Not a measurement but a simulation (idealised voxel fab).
process module | voxel self aligned contacts
cross-section cut | 170 nm wide | cells 5 nm
A cross-section is a grid of square cells, given in bands from the top down. A band is one or more rows of cells.
Each band's line starts with the height of the band's top and of its bottom, in nm. Then come its materials from left to right, each with its width in nm. One material with "throughout" fills the band from edge to edge. "air" is empty space.
Height 0 is the level under which the wafer as received is all one material. The lowest band goes on downwards, as in "0 down".
A width such as "30 to 40" changes by the same amount from each row of cells to the next, from the band's top row to its bottom row.
"no change" after a step means that no cell of the cross-section changed.
closed voids: empty space of 8 cells or more with no open way to the top, each as width x height at its distance from the left edge, in nm
after a step's settings: what the simulator itself notes on the step
overlay nm, on a step with a mask: how far to the right of its planned place the mask lay; to the left if negative
plan
1 op RECEIVE | material Si
2 op OXIDIZE | depth nm 5
3 op DIRECTIONAL_DEP | material polySi | thk nm 30
4 op DIRECTIONAL_DEP | material SiN | thk nm 20
5 op DIRECTIONAL_DEP | material aC | thk nm 15
6 op PATTERN | tone cover | mask id GATE | material resist | width nm 35 | pitch nm 60 | thk nm 35 | overlay nm 0
7 op DIRECTIONAL_ETCH | etch materials aC | depth nm 15
8 op STRIP | etch materials resist
9 op DIRECTIONAL_ETCH | etch materials SiN | depth nm 20
10 op DIRECTIONAL_ETCH | etch materials polySi | depth nm 30
11 op STRIP | etch materials aC
12 op CONFORMAL_DEP | material SiN | thk nm 5
13 op DIRECTIONAL_ETCH | etch materials SiN | depth nm 5
14 op FILL_DEP | material SiO2 | thk nm 10
15 op CMP | height nm 55
16 op MASKED_ETCH | tone open | mask id CONTACT | width nm 45 | etch materials SiO2 | depth nm 60 | overlay nm 0
17 op CONFORMAL_DEP | material TiN | thk nm 5
18 op FILL_DEP | material W | thk nm 10
19 op CMP | height nm 55
20 op CONFORMAL_DEP | material SiN | thk nm 5
first wafer, as planned
as received, after step 1
  0 down: Si throughout
  closed voids: none
after step 2
  0 to -5: SiO2 throughout
  below -5: unchanged
after step 3
  30 to 0: polySi throughout
  below 0: unchanged
after step 4
  50 to 30: SiN throughout
  below 30: unchanged
after step 5
  65 to 50: aC throughout
  below 50: unchanged
after step 6
  100 to 65: air 35 | resist 35 | air 25 | resist 35 | air 40
  below 65: unchanged
after step 7
  85 to 65: air 35 | resist 35 | air 25 | resist 35 | air 40
  65 to 50: air 35 | aC 35 | air 25 | aC 35 | air 40
  below 50: unchanged
after step 8
  65 to 50: air 35 | aC 35 | air 25 | aC 35 | air 40
  below 50: unchanged
after step 9
  65 to 50: air 35 | aC 35 | air 25 | aC 35 | air 40
  50 to 30: air 35 | SiN 35 | air 25 | SiN 35 | air 40
  below 30: unchanged
after step 10
  65 to 50: air 35 | aC 35 | air 25 | aC 35 | air 40
  50 to 30: air 35 | SiN 35 | air 25 | SiN 35 | air 40
  30 to 0: air 35 | polySi 35 | air 25 | polySi 35 | air 40
  below 0: unchanged
after step 11
  50 to 30: air 35 | SiN 35 | air 25 | SiN 35 | air 40
  below 30: unchanged
after step 12
  55 to 30: air 30 | SiN 45 | air 15 | SiN 45 | air 35
  30 to 5: air 30 | SiN 5 | polySi 35 | SiN 5 | air 15 | SiN 5 | polySi 35 | SiN 5 | air 35
  5 to 0: SiN 35 | polySi 35 | SiN 25 | polySi 35 | SiN 40
  below 0: unchanged
after step 13
  50 to 30: air 30 | SiN 45 | air 15 | SiN 45 | air 35
  30 to 0: air 30 | SiN 5 | polySi 35 | SiN 5 | air 15 | SiN 5 | polySi 35 | SiN 5 | air 35
  below 0: unchanged
after step 14
  60 to 50: SiO2 throughout
  50 to 30: SiO2 30 | SiN 45 | SiO2 15 | SiN 45 | SiO2 35
  30 to 0: SiO2 30 | SiN 5 | polySi 35 | SiN 5 | SiO2 15 | SiN 5 | polySi 35 | SiN 5 | SiO2 35
  below 0: unchanged
after step 15
  55 to 50: SiO2 throughout
  below 50: unchanged
after step 16
  55 to 50: SiO2 60 | air 45 | SiO2 65
  50 to 30: SiO2 30 | SiN 45 | air 15 | SiN 45 | SiO2 35
  30 to 0: SiO2 30 | SiN 5 | polySi 35 | SiN 5 | air 15 | SiN 5 | polySi 35 | SiN 5 | SiO2 35
  0 to -5: SiO2 75 | air 15 | SiO2 80
  below -5: unchanged
after step 17
  60 to 55: TiN 65 | air 35 | TiN 70
  55 to 50: SiO2 60 | TiN 20 | air 5 | TiN 20 | SiO2 65
  50 to 30: SiO2 30 | SiN 45 | TiN 5 | air 5 | TiN 5 | SiN 45 | SiO2 35
  30 to 0: SiO2 30 | SiN 5 | polySi 35 | SiN 5 | TiN 5 | air 5 | TiN 5 | SiN 5 | polySi 35 | SiN 5 | SiO2 35
  0 to -5: SiO2 75 | TiN 15 | SiO2 80
  below -5: unchanged
after step 18
  70 to 60: W throughout
  60 to 55: TiN 65 | W 35 | TiN 70
  55 to 50: SiO2 60 | TiN 20 | W 5 | TiN 20 | SiO2 65
  50 to 30: SiO2 30 | SiN 45 | TiN 5 | W 5 | TiN 5 | SiN 45 | SiO2 35
  30 to 0: SiO2 30 | SiN 5 | polySi 35 | SiN 5 | TiN 5 | W 5 | TiN 5 | SiN 5 | polySi 35 | SiN 5 | SiO2 35
  below 0: unchanged
after step 19
  55 to 50: SiO2 60 | TiN 20 | W 5 | TiN 20 | SiO2 65
  below 50: unchanged
after step 20
  60 to 55: SiN throughout
  below 55: unchanged
second wafer: like start, like plan, one mistake. Through step 3 it matches the first wafer
when step 4 should have ended
  70 to 30: SiN throughout
  below 30: unchanged
when step 5 should have ended
  85 to 70: aC throughout
  below 70: unchanged
when step 6 should have ended
  120 to 85: air 35 | resist 35 | air 25 | resist 35 | air 40
  below 85: unchanged
when step 7 should have ended
  105 to 85: air 35 | resist 35 | air 25 | resist 35 | air 40
  85 to 70: air 35 | aC 35 | air 25 | aC 35 | air 40
  below 70: unchanged
when step 8 should have ended
  85 to 70: air 35 | aC 35 | air 25 | aC 35 | air 40
  below 70: unchanged
when step 9 should have ended
  85 to 70: air 35 | aC 35 | air 25 | aC 35 | air 40
  70 to 50: air 35 | SiN 35 | air 25 | SiN 35 | air 40
  below 50: unchanged
when step 10 should have ended: no change
when step 11 should have ended
  70 to 50: air 35 | SiN 35 | air 25 | SiN 35 | air 40
  below 50: unchanged
when step 12 should have ended
  75 to 55: air 30 | SiN 45 | air 15 | SiN 45 | air 35
  55 to 30: SiN throughout
  below 30: unchanged
when step 13 should have ended
  70 to 50: air 30 | SiN 45 | air 15 | SiN 45 | air 35
  below 50: unchanged
when step 14 should have ended
  80 to 70: SiO2 throughout
  70 to 50: SiO2 30 | SiN 45 | SiO2 15 | SiN 45 | SiO2 35
  below 50: unchanged
when step 15 should have ended
  55 to 50: SiO2 30 | SiN 45 | SiO2 15 | SiN 45 | SiO2 35
  below 50: unchanged
when step 16 should have ended
  55 to 50: SiO2 30 | SiN 45 | air 15 | SiN 45 | SiO2 35
  below 50: unchanged
when step 17 should have ended
  60 to 55: TiN 80 | air 5 | TiN 85
  55 to 50: SiO2 30 | SiN 45 | TiN 15 | SiN 45 | SiO2 35
  below 50: unchanged
when step 18 should have ended
  70 to 60: W throughout
  60 to 55: TiN 80 | W 5 | TiN 85
  below 55: unchanged
when step 19 should have ended
  55 to 50: SiO2 30 | SiN 45 | TiN 15 | SiN 45 | SiO2 35
  below 50: unchanged
when step 20 should have ended
  60 to 55: SiN throughout
  below 55: unchanged
what went wrong: step 4 was run twice
at the end the second wafer has, in cells: 58 more of SiN | 139 fewer of SiO2 | 28 fewer of TiN | 11 fewer of W | 120 more of polySi
